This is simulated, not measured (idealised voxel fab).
process module | voxel ribs on slabs
cross-section cut | 145 nm wide | cells 5 nm
A cross-section is a grid of square cells, given in bands from the top down. A band is one or more rows of cells.
Each band's line starts with the height of the band's top and of its bottom, in nm. Then come its materials from left to right, each with its width in nm. One material with "throughout" fills the band from edge to edge. "air" is empty space.
Height 0 is the level under which the wafer as received is all one material. The lowest band goes on downwards, as in "0 down".
A width such as "30 to 40" changes by the same amount from each row of cells to the next, from the band's top row to its bottom row.
"no change" after a step means that no cell of the cross-section changed.
closed voids: empty space of 8 cells or more with no open way to the top, each as width x height at its distance from the left edge, in nm
after a step's settings: what the simulator itself notes on the step
overlay nm, on a step with a mask: how far to the right of its planned place the mask lay; to the left if negative
plan
1 op RECEIVE | material Si
2 op DIRECTIONAL_DEP | material SiO2 | thk nm 25
3 op DIRECTIONAL_DEP | material polySi | thk nm 25
4 op MASKED_ETCH | tone cover | mask id RIB | width nm 20 | etch materials polySi | depth nm 10 | overlay nm 0
5 op MASKED_ETCH | tone cover | mask id SLAB | width nm 70 | etch materials polySi | depth nm 15 | overlay nm 0
6 op FILL_DEP | material SiO2 | thk nm 20
7 op CMP | height nm 65
8 op DIRECTIONAL_DEP | material W | thk nm 10
9 op DIRECTIONAL_DEP | material aC | thk nm 15
10 op PATTERN | tone cover | mask id HEATER | material resist | width nm 30 | thk nm 30 | overlay nm 0
11 op DIRECTIONAL_ETCH | etch materials aC | depth nm 15
12 op STRIP | etch materials resist
13 op DIRECTIONAL_ETCH | etch materials W | depth nm 10
14 op STRIP | etch materials aC
15 op CONFORMAL_DEP | material SiN | thk nm 10
as received, after step 1
  0 down: Si throughout
  closed voids: none
first wafer at the end, as planned
  85 to 75: air 45 | SiN 50 | air 50
  75 to 65: SiN 55 | W 30 | SiN 60
  65 to 50: SiO2 throughout
  50 to 40: SiO2 60 | polySi 20 | SiO2 65
  40 to 25: SiO2 35 | polySi 70 | SiO2 40
  25 to 0: SiO2 throughout
  0 down: Si throughout
  closed voids: none
second wafer at the end: like start, like plan, one mistake
  85 to 75: air 45 | SiN 50 | air 50
  75 to 65: SiN 55 | W 30 | SiN 60
  65 to 50: SiO2 35 | polySi 70 | SiO2 40
  50 to 0: SiO2 throughout
  0 down: Si throughout
  closed voids: none
what went wrong: step 2 was run twice
at the end the second wafer has, in cells: 8 more of SiO2 | 8 fewer of polySi
